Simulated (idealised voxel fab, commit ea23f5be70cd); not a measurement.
Process module under the name voxel released beams
160 nm wide, 5 nm square cells: that's cross-section cut.
Just so we're on the same page, the cross-sections are grids of square cells, and they're listed out in bands top to bottom, each band one or more rows deep.
Band entry format. Leading values: height of top, height of bottom, nm. Remainder: materials in left-to-right order, each with its width in nm. Special words: "edge to edge" on a single material, which then fills the band edge to edge; "blank", empty space.
For the purposes of this specification, 0 denotes the height below which the wafer in its as-received condition is composed wholly of one material, and the lowermost band, lacking a lower limit, extends downward without end, as expressed in "from 0 down".
Width: "30..40" (first number = top row, second number = bottom row, same change from row to row of cells).
Where a step carries "identical to before", the cross-section came out of it unchanged, cell for cell.
The entry titled "Enclosed void inventory" provides the empty spaces that have no open way to the top, restricted to those of 8 cells or more. Each is presented as width x height at distance, the distance being measured from the left edge, with all three in nm.
Step line, after settings: the simulator's comment on this step.
For masked steps, "overlay nm" on the step line gives how far right of plan the mask actually lay; a minus sign means it lay to the left.

# Intended process steps
1 RECEIVE, material Si
2 CONFORMAL_DEP, material Al2O3, thk nm 10
3 DIRECTIONAL_DEP, material SiO2, thk nm 20
4 PATTERN, tone open, mask id ANCHOR, material resist, width nm 30, thk nm 15, overlay nm 0
5 DIRECTIONAL_ETCH, etch materials SiO2, depth nm 20
6 STRIP, etch materials resist
7 CONFORMAL_DEP, material SiN, thk nm 10
8 PATTERN, tone cover, mask id BEAM, material resist, width nm 115, thk nm 20, overlay nm 0
9 DIRECTIONAL_ETCH, etch materials SiN, depth nm 10
10 STRIP, etch materials resist
11 STRIP, etch materials SiO2

# The cross-section here shows the wafer as received, i.e. in its state after step 1
* from 0 down | Si edge to edge
* Enclosed void inventory: none

# Final wafer profile in cross-section after the module, from the same start and plan as above, with one mistake made during processing
* from 40 to 30 | blank 20  SiN 45  blank 95
* from 30 to 20 | blank 15  SiN 10  SiO2 30  SiN 10  blank 95
* from 20 to 10 | blank 15  SiN 10  SiO2 30  SiN 80  blank 25
* from 10 to 0 | Al2O3 edge to edge
* from 0 down | Si edge to edge
* Enclosed void inventory: none
In executing the process, a mistake was made relative to the plan: it should be noted that step 4 was executed with settings other than those planned, the operation and settings actually applied being PATTERN, tone cover, mask id ANCHOR, material resist, width nm 30, thk nm 15, overlay nm 0
